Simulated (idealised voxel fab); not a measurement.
The process module presented herein is designated voxel double patterning.
Shown is cross-section cut, with a width of 285 nm and square cells of size 5 nm.
Think of the cross-section as a grid of square cells. We describe it in bands, top to bottom, and each band covers one or more rows of those cells.
First you get the band's top height and its bottom height, in nm, and then the materials it's made of, left to right, with each width in nm. If you see a single material with "throughout", that one covers the band edge to edge. "air" is empty space.
The reference from which all heights are counted is 0, the level beneath which the as-received wafer is entirely one material; the lowest band, having no lower bound, proceeds downward and is written after the example "0 nm and below".
So if you see something like "30->40" for the width, read it as the top row of the band sitting at the first number and the bottom row at the second, with every row in between moving by the same amount as the last.
"changes: none" means the step left every cell of the cross-section as it was.
"Closed void listing" lists enclosed empty spaces (at least 8 cells, no open path upward to the top), each as width x height at distance from the left edge, in nm.
Anything after a step's settings on that line? It's the simulator's own note about the step.
A step's line can hold "overlay nm"; with a mask on that step, the setting says how far right of the planned place the mask lay, while a negative setting says it lay to the left.
The following list gives the planned process steps:
- 1: RECEIVE | material Si
- 2: CONFORMAL_DEP | material SiO2 | thk nm 5
- 3: DIRECTIONAL_DEP | material W | thk nm 10
- 4: DIRECTIONAL_DEP | material SiCN | thk nm 10
- 5: MASKED_ETCH | tone open | mask id FIRST | width nm 15 | pitch nm 50 | etch materials SiCN | depth nm 10 | overlay nm 0
- 6: DIRECTIONAL_DEP | material aC | thk nm 15
- 7: PATTERN | tone open | mask id SECOND | material resist | width nm 15 | thk nm 30 | overlay nm 0
- 8: DIRECTIONAL_ETCH | etch materials aC | depth nm 15
- 9: STRIP | etch materials resist
- 10: DIRECTIONAL_ETCH | etch materials SiCN | depth nm 10
- 11: STRIP | etch materials aC
- 12: DIRECTIONAL_ETCH | etch materials W | depth nm 10
- 13: STRIP | etch materials SiCN
Step 1 complete: cross-section of the wafer as received:
> 0 nm and below = Si throughout
> Closed void listing: none
End state of the module in cross-section, given the above starting point and plan and one mistake in execution:
> 15 nm to 5 nm = W 115 nm, air 15 nm, W 5 nm, air 15 nm, W 15 nm, air 15 nm, W 105 nm
> 5 nm to 0 nm = SiO2 throughout
> 0 nm and below = Si throughout
> Closed void listing: none
The plan and the run diverged here: step 5 ran differently from the plan; actual operation with settings: MASKED_ETCH | tone open | mask id FIRST | width nm 15 | pitch nm 50 | etch materials SiCN | depth nm 10 | overlay nm 5
